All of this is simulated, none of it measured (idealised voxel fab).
The document below concerns the process module designated voxel self aligned contacts.
cross-section cut | 215 nm wide | cells 5 nm
This document writes a cross-section as a grid whose cells are square, and gives it as bands, listed from the top down; one or more rows of cells form a band.
Band: top and bottom heights (nm) first, top before bottom; then materials from left to right, widths in nm. "edge to edge" marks a sole material filling the band edge to edge. "air" denotes empty space.
Below 0: as-received wafer, all one material; heights counted from there. Lowest band: no bottom, goes on down, written "0 -> down".
When a width is written as two numbers, as in "30 to 40", the first number is the width in the top row of cells of the band and the second is the width in its bottom row, and the width changes by the same amount from each row to the next.
"no change" for a step: no cell of the cross-section changed in that step.
Empty spaces without an open route to the top, at least 8 cells in extent, make up the entry "Closed void roster"; each is given as width x height at distance, where the distance is measured from the left edge, and all are in nm.
On each step's line, the part that comes after the settings is the simulator's own comment on the step.
overlay nm: how far to the right of its planned place the mask lay on this masked step (negative: to the left).

The process steps that were planned are listed below
- 1: op RECEIVE | material Si
- 2: op OXIDIZE | depth nm 5
- 3: op DIRECTIONAL_DEP | material polySi | thk nm 20
- 4: op DIRECTIONAL_DEP | material SiN | thk nm 15
- 5: op DIRECTIONAL_DEP | material aC | thk nm 15
- 6: op PATTERN | tone cover | mask id GATE | material resist | width nm 30 | pitch nm 65 | thk nm 30 | overlay nm 0
- 7: op DIRECTIONAL_ETCH | etch materials aC | depth nm 15
- 8: op STRIP | etch materials resist
- 9: op DIRECTIONAL_ETCH | etch materials SiN | depth nm 15
- 10: op DIRECTIONAL_ETCH | etch materials polySi | depth nm 20
- 11: op STRIP | etch materials aC
- 12: op CONFORMAL_DEP | material SiN | thk nm 5
- 13: op DIRECTIONAL_ETCH | etch materials SiN | depth nm 5
- 14: op FILL_DEP | material SiO2 | thk nm 15
- 15: op CMP | height nm 45
- 16: op DIRECTIONAL_DEP | material aC | thk nm 10
- 17: op PATTERN | tone open | mask id CONTACT | material resist | width nm 45 | pitch nm 65 | thk nm 25 | overlay nm 0
- 18: op DIRECTIONAL_ETCH | etch materials aC | depth nm 10
- 19: op STRIP | etch materials resist
- 20: op DIRECTIONAL_ETCH | etch materials SiO2 | depth nm 50
- 21: op STRIP | etch materials aC
- 22: op CONFORMAL_DEP | material TiN | thk nm 5
- 23: op FILL_DEP | material W | thk nm 5
- 24: op CMP | height nm 45
- 25: op CONFORMAL_DEP | material SiN | thk nm 5

So this is the incoming wafer in cross-section - it's already been through step 1
* 0 -> down  Si edge to edge
* Closed void roster: none

Starting structure and process plan are as shown above, but one mistake was made in running the module; the wafer cross-section at the end of the module follows
* 50 -> 45  SiN edge to edge
* 45 -> 35  SiO2 50 nm, then TiN 5 to 10 nm, then W 35 to 15 nm, then TiN 5 to 20 nm, then SiO2 20 nm, then TiN 5 to 10 nm, then W 35 to 15 nm, then TiN 5 to 20 nm, then SiO2 55 nm
* 35 -> 20  SiO2 15 nm, then SiN 40 nm, then TiN 5 nm, then W 15 nm, then TiN 5 nm, then SiN 40 nm, then TiN 5 nm, then W 15 nm, then TiN 5 nm, then SiN 40 nm, then SiO2 30 nm
* 20 -> 0  SiO2 15 nm, then SiN 5 nm, then polySi 30 nm, then SiN 5 nm, then TiN 5 nm, then W 15 nm, then TiN 5 nm, then SiN 5 nm, then polySi 30 nm, then SiN 5 nm, then TiN 5 nm, then W 15 nm, then TiN 5 nm, then SiN 5 nm, then polySi 30 nm, then SiN 5 nm, then SiO2 30 nm
* 0 -> -5  SiO2 55 nm, then TiN 25 nm, then SiO2 40 nm, then TiN 25 nm, then SiO2 70 nm
* -5 -> down  Si edge to edge
* Closed void roster: none
What was done differently from what was planned? contrary to plan, step 6 was performed as op PATTERN | tone cover | mask id GATE | material resist | width nm 30 | pitch nm 65 | thk nm 30 | overlay nm -5
